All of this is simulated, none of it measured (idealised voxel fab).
Proc. module: voxel double patterning
Square cell edge 5 nm, section width 265 nm, ID cut.
Heads up, the way a cross-section reads in here is a grid of square cells, handed over as bands from the top down, with every band being one or more rows of cells.
Within each band entry, the heights of the top and of the bottom of the band appear first, in that order and in nm; the materials of the band then follow from left to right, each with its corresponding width in nm. The designation "throughout" on a single material indicates that it fills the band from edge to edge; the designation "blank" indicates empty space.
Heights are reckoned from 0. Under this level, the received wafer is all of one material. The bottommost band is open-ended downward, for example "from 0 down".
Width spec "30 to 40" -> top row of cells at first value, bottom row at second value, equal per-row change in between.
"nothing changed", as given for a step, is the statement that not any cell of the cross-section underwent a change during that step.
Entry "Sealed cavities" = empty spaces >= 8 cells with no open way to the top; each as width x height at distance, distance from left edge, all nm.
Whatever follows a step's settings on its line is a remark the simulator itself makes about that step.
overlay nm: how far to the right of its planned place the mask lay on this masked step (negative: to the left).

PLANNED STEP LIST FOR THE PROCESS
1: RECEIVE, material Si
2: CONFORMAL_DEP, material SiO2, thk nm 10
3: DIRECTIONAL_DEP, material W, thk nm 20
4: DIRECTIONAL_DEP, material SiCN, thk nm 10
5: DIRECTIONAL_DEP, material aC, thk nm 10
6: PATTERN, tone open, mask id FIRST, material resist, width nm 15, pitch nm 50, thk nm 30, overlay nm 0
7: DIRECTIONAL_ETCH, etch materials aC, depth nm 10
8: STRIP, etch materials resist
9: DIRECTIONAL_ETCH, etch materials SiCN, depth nm 10
10: STRIP, etch materials aC
11: MASKED_ETCH, tone open, mask id SECOND, width nm 15, etch materials SiCN, depth nm 10, overlay nm 0
12: DIRECTIONAL_ETCH, etch materials W, depth nm 20
13: STRIP, etch materials SiCN

CROSS-SECTION OF THE WAFER AT RECEIPT, WHICH IS THE CONDITION AFTER STEP 1
	from 0 down: Si throughout
	Sealed cavities: none

WAFER AT MODULE END, IN SECTION. BEGAN AS ABOVE, PLANNED AS ABOVE, RUN WITH ONE MISTAKE
	from 50 to 30: 100 of W | 15 of blank | 10 of W | 15 of blank | 10 of W | 15 of blank | 100 of W
	from 30 to 10: W throughout
	from 10 to 0: SiO2 throughout
	from 0 down: Si throughout
	Sealed cavities: none
It is concluded that the wafer was processed incorrectly with respect to the plan, in that plan step 3 ran twice
